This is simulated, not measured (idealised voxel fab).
process module | voxel ribs on slabs
cross-section cut | 290 nm wide | cells 5 nm
A cross-section is a grid of square cells, given in bands from the top down. A band is one or more rows of cells.
Each band's line starts with the height of the band's top and of its bottom, in nm. Then come its materials from left to right, each with its width in nm. One material with "throughout" fills the band from edge to edge. "air" is empty space.
Height 0 is the level under which the wafer as received is all one material. The lowest band goes on downwards, as in "0 down".
A width such as "30 to 40" changes by the same amount from each row of cells to the next, from the band's top row to its bottom row.
"no change" after a step means that no cell of the cross-section changed.
closed voids: empty space of 8 cells or more with no open way to the top, each as width x height at its distance from the left edge, in nm
after a step's settings: what the simulator itself notes on the step
overlay nm, on a step with a mask: how far to the right of its planned place the mask lay; to the left if negative
plan
1 op RECEIVE | material Si
2 op DIRECTIONAL_DEP | material SiO2 | thk nm 25
3 op DIRECTIONAL_DEP | material polySi | thk nm 20
4 op DIRECTIONAL_DEP | material aC | thk nm 15
5 op PATTERN | tone cover | mask id RIB | material resist | width nm 25 | thk nm 35 | overlay nm 0
6 op DIRECTIONAL_ETCH | etch materials aC | depth nm 15
7 op STRIP | etch materials resist
8 op DIRECTIONAL_ETCH | etch materials polySi | depth nm 5
9 op STRIP | etch materials aC
10 op DIRECTIONAL_DEP | material aC | thk nm 15
11 op PATTERN | tone cover | mask id SLAB | material resist | width nm 85 | thk nm 30 | overlay nm 0
12 op DIRECTIONAL_ETCH | etch materials aC | depth nm 15
13 op STRIP | etch materials resist
14 op DIRECTIONAL_ETCH | etch materials polySi | depth nm 15
15 op STRIP | etch materials aC
16 op FILL_DEP | material SiO2 | thk nm 20
17 op CMP | height nm 55
18 op DIRECTIONAL_DEP | material TiN | thk nm 10
19 op PATTERN | tone cover | mask id HEATER | material resist | width nm 35 | thk nm 20 | overlay nm -15
20 op DIRECTIONAL_ETCH | etch materials TiN | depth nm 10
21 op STRIP | etch materials resist
22 op CONFORMAL_DEP | material SiO2 | thk nm 10
varied across the wafers: overlay nm of step 19. The plan shows the first wafer's value. All wafers start alike
first wafer as received, after step 1
  0 down: Si throughout
  closed voids: none
each wafer at the end: cells of each material gained (+) or lost (-) since it was received, then its closed voids
overlay nm -15 | +706 SiO2 | +14 TiN | +56 polySi | closed voids: none
overlay nm -10 | +706 SiO2 | +14 TiN | +56 polySi | closed voids: none
overlay nm -5 | +706 SiO2 | +14 TiN | +56 polySi | closed voids: none
overlay nm 0 | +706 SiO2 | +14 TiN | +56 polySi | closed voids: none
overlay nm 5 | +706 SiO2 | +14 TiN | +56 polySi | closed voids: none
overlay nm 10 | +706 SiO2 | +14 TiN | +56 polySi | closed voids: none
overlay nm 15 | +706 SiO2 | +14 TiN | +56 polySi | closed voids: none
